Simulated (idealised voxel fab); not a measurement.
Process module in this document: voxel double patterning
265 nm wide, 5 nm square cells: that's cross-section cut.
Cross-sections here: square-cell grids, written as top-down lists of bands, a band being one or more rows of cells.
First you get the band's top height and its bottom height, in nm, and then the materials it's made of, left to right, with each width in nm. If you see a single material with "all across", that one covers the band edge to edge. "air" is empty space.
Basically, 0 is our baseline, since under it the wafer straight out of the box is all one material. The bottom band has no lower end and keeps on going down, so it looks like "from 0 down".
Per-row width for "30 to 40": begins at first number (top row of band), ends at second number (bottom row), increment between rows held constant.
"nothing got changed" for a step: no cell of the cross-section changed in that step.
What "Voids, fully enclosed" gives you is every empty space of 8 cells or more that is cut off from the top. Each appears as width x height at distance, with the distance taken from the left edge and width, height and distance all in nm.
Anything after a step's settings on that line? It's the simulator's own note about the step.
The "overlay nm" setting may appear on a step's line; for a step that uses a mask, it gives how far to the right of its planned position the mask lay, and a negative value indicates the left.
-- These are the steps we planned for the process
1 RECEIVE | material Si
2 CONFORMAL_DEP | material SiO2 | thk nm 10
3 DIRECTIONAL_DEP | material polySi | thk nm 20
4 DIRECTIONAL_DEP | material SiCN | thk nm 5
5 DIRECTIONAL_DEP | material aC | thk nm 15
6 PATTERN | tone open | mask id FIRST | material resist | width nm 15 | pitch nm 50 | thk nm 35 | overlay nm 0
7 DIRECTIONAL_ETCH | etch materials aC | depth nm 15
8 STRIP | etch materials resist
9 DIRECTIONAL_ETCH | etch materials SiCN | depth nm 5
10 STRIP | etch materials aC
11 PATTERN | tone open | mask id SECOND | material resist | width nm 15 | thk nm 20 | overlay nm 0
12 DIRECTIONAL_ETCH | etch materials SiCN | depth nm 5
13 STRIP | etch materials resist
14 DIRECTIONAL_ETCH | etch materials polySi | depth nm 20
15 STRIP | etch materials SiCN
-- Incoming wafer in cross-section (state: after step 1)
	from 0 down  Si all across
	Voids, fully enclosed: none
-- Module complete - cross-section of the first of two wafers, run according to plan
	from 30 to 10  polySi (100)  air (15)  polySi (10)  air (15)  polySi (10)  air (15)  polySi (100)
	from 10 to 0  SiO2 all across
	from 0 down  Si all across
	Voids, fully enclosed: none
-- Second wafer of the two, sectioned at the end of the module. It began like the first and followed the same plan, but one mistake was made while running it
	from 50 to 30  polySi (100)  air (15)  polySi (10)  air (15)  polySi (10)  air (15)  polySi (100)
	from 30 to 10  polySi all across
	from 10 to 0  SiO2 all across
	from 0 down  Si all across
	Voids, fully enclosed: none
Processing error: step 3 of the plan was twice carried out
Final cells, second wafer relative to first, materials higher or lower: polySi: 212 more
